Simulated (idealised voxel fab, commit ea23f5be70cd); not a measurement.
Process module name: voxel plated lines
Square cell edge 5 nm, section width 200 nm, ID cut.
Cross-section format: a grid of square cells, given as bands from top to bottom; each band is one or more rows of cells. Quick guide to a band line: top height, bottom height (nm) up front; then every material left to right with its width in nm. Only one material and it's marked "full width"? Then it fills the band edge to edge. And "empty" just means empty space. Heights from 0 (as-received wafer is one material below). Bottom band endless downward, as "0 and below". Graded width ("30 to 40"): value in top row of band = first number; value in bottom row = second number; row-to-row change constant. "everything unchanged" (step): cross-section cells unchanged, all of them. Closed empty spaces (no open way to the top) of 8 cells or more are what "Closed void catalog" lists, each as width x height at distance from the left edge, nm for all three. On each step's line, the part that comes after the settings is the simulator's own comment on the step. overlay nm: where the mask lay relative to plan, measured to the right, on steps with a mask; negatives go left.
List of planned process steps
step 1: RECEIVE with material Si
step 2: CONFORMAL_DEP with material SiN, thk nm 5
step 3: DIRECTIONAL_DEP with material TiN, thk nm 5
step 4: PATTERN with tone open, mask id LINES, material resist, width nm 25, pitch nm 45, thk nm 35, overlay nm 0
step 5: EPI with material Ru, thk nm 5
step 6: EPI with material Ru, thk nm 5
step 7: EPI with material Ru, thk nm 10
step 8: STRIP with etch materials resist
step 9: DIRECTIONAL_ETCH with etch materials TiN, depth nm 5
step 10: CONFORMAL_DEP with material SiO2, thk nm 10
What follows covers the first of two wafers; it ran as planned
Cross-section of the wafer at receipt, which is the condition after step 1
    0 and below  Si full width
    Closed void catalog: none
Step 2 complete: cross-section through the wafer
    5 down to 0  SiN full width
    Nothing below the height 0 has changed.
Step 3 complete: cross-section through the wafer
    10 down to 5  TiN full width
    Nothing below the height 5 has changed.
Step 4 complete: cross-section through the wafer
    45 down to 10  resist (40), empty (25), resist (20), empty (25), resist (20), empty (25), resist (45)
    Nothing below the height 10 has changed.
Step 5 complete: cross-section through the wafer
    45 down to 15  resist (40), empty (25), resist (20), empty (25), resist (20), empty (25), resist (45)
    15 down to 10  resist (40), Ru (25), resist (20), Ru (25), resist (20), Ru (25), resist (45)
    Nothing below the height 10 has changed.
Step 6 complete: cross-section through the wafer
    45 down to 20  resist (40), empty (25), resist (20), empty (25), resist (20), empty (25), resist (45)
    20 down to 10  resist (40), Ru (25), resist (20), Ru (25), resist (20), Ru (25), resist (45)
    Nothing below the height 10 has changed.
Step 7 complete: cross-section through the wafer
    45 down to 30  resist (40), empty (25), resist (20), empty (25), resist (20), empty (25), resist (45)
    30 down to 10  resist (40), Ru (25), resist (20), Ru (25), resist (20), Ru (25), resist (45)
    Nothing below the height 10 has changed.
Step 8 complete: cross-section through the wafer
    30 down to 10  empty (40), Ru (25), empty (20), Ru (25), empty (20), Ru (25), empty (45)
    Nothing below the height 10 has changed.
Step 9 complete: cross-section through the wafer
    30 down to 10  empty (40), Ru (25), empty (20), Ru (25), empty (20), Ru (25), empty (45)
    10 down to 5  empty (40), TiN (25), empty (20), TiN (25), empty (20), TiN (25), empty (45)
    Nothing below the height 5 has changed.
Step 10 complete: cross-section through the wafer
    40 down to 30  empty (30), SiO2 (135), empty (35)
    30 down to 15  empty (30), SiO2 (10), Ru (25), SiO2 (20), Ru (25), SiO2 (20), Ru (25), SiO2 (10), empty (35)
    15 down to 10  SiO2 (40), Ru (25), SiO2 (20), Ru (25), SiO2 (20), Ru (25), SiO2 (45)
    10 down to 5  SiO2 (40), TiN (25), SiO2 (20), TiN (25), SiO2 (20), TiN (25), SiO2 (45)
    Nothing below the height 5 has changed.
The second wafer was prepared from the same starting point and under the same plan as the first; its processing contained one mistake, and it remains indistinguishable from the first wafer up to and including step 3
Second wafer profile in section, at the moment step 4 of the plan was meant to be complete
    45 down to 10  resist (30), empty (25), resist (20), empty (25), resist (20), empty (25), resist (55)
    Nothing below the height 10 has changed.
Second wafer profile in section, at the moment step 5 of the plan was meant to be complete
    45 down to 15  resist (30), empty (25), resist (20), empty (25), resist (20), empty (25), resist (55)
    15 down to 10  resist (30), Ru (25), resist (20), Ru (25), resist (20), Ru (25), resist (55)
    Nothing below the height 10 has changed.
Second wafer profile in section, at the moment step 6 of the plan was meant to be complete
    45 down to 20  resist (30), empty (25), resist (20), empty (25), resist (20), empty (25), resist (55)
    20 down to 10  resist (30), Ru (25), resist (20), Ru (25), resist (20), Ru (25), resist (55)
    Nothing below the height 10 has changed.
Second wafer profile in section, at the moment step 7 of the plan was meant to be complete
    45 down to 30  resist (30), empty (25), resist (20), empty (25), resist (20), empty (25), resist (55)
    30 down to 10  resist (30), Ru (25), resist (20), Ru (25), resist (20), Ru (25), resist (55)
    Nothing below the height 10 has changed.
Second wafer profile in section, at the moment step 8 of the plan was meant to be complete
    30 down to 10  empty (30), Ru (25), empty (20), Ru (25), empty (20), Ru (25), empty (55)
    Nothing below the height 10 has changed.
Second wafer profile in section, at the moment step 9 of the plan was meant to be complete
    30 down to 10  empty (30), Ru (25), empty (20), Ru (25), empty (20), Ru (25), empty (55)
    10 down to 5  empty (30), TiN (25), empty (20), TiN (25), empty (20), TiN (25), empty (55)
    Nothing below the height 5 has changed.
Second wafer profile in section, at the moment step 10 of the plan was meant to be complete
    40 down to 30  empty (20), SiO2 (135), empty (45)
    30 down to 15  empty (20), SiO2 (10), Ru (25), SiO2 (20), Ru (25), SiO2 (20), Ru (25), SiO2 (10), empty (45)
    15 down to 10  SiO2 (30), Ru (25), SiO2 (20), Ru (25), SiO2 (20), Ru (25), SiO2 (55)
    10 down to 5  SiO2 (30), TiN (25), SiO2 (20), TiN (25), SiO2 (20), TiN (25), SiO2 (55)
    Nothing below the height 5 has changed.
Error vs. plan: note that step 4 departed from the planned setting and was carried out as PATTERN with tone open, mask id LINES, material resist, width nm 25, pitch nm 45, thk nm 35, overlay nm -10
At the end, the second wafer has the same number of cells of each material as the first, but those cells sit in other places.
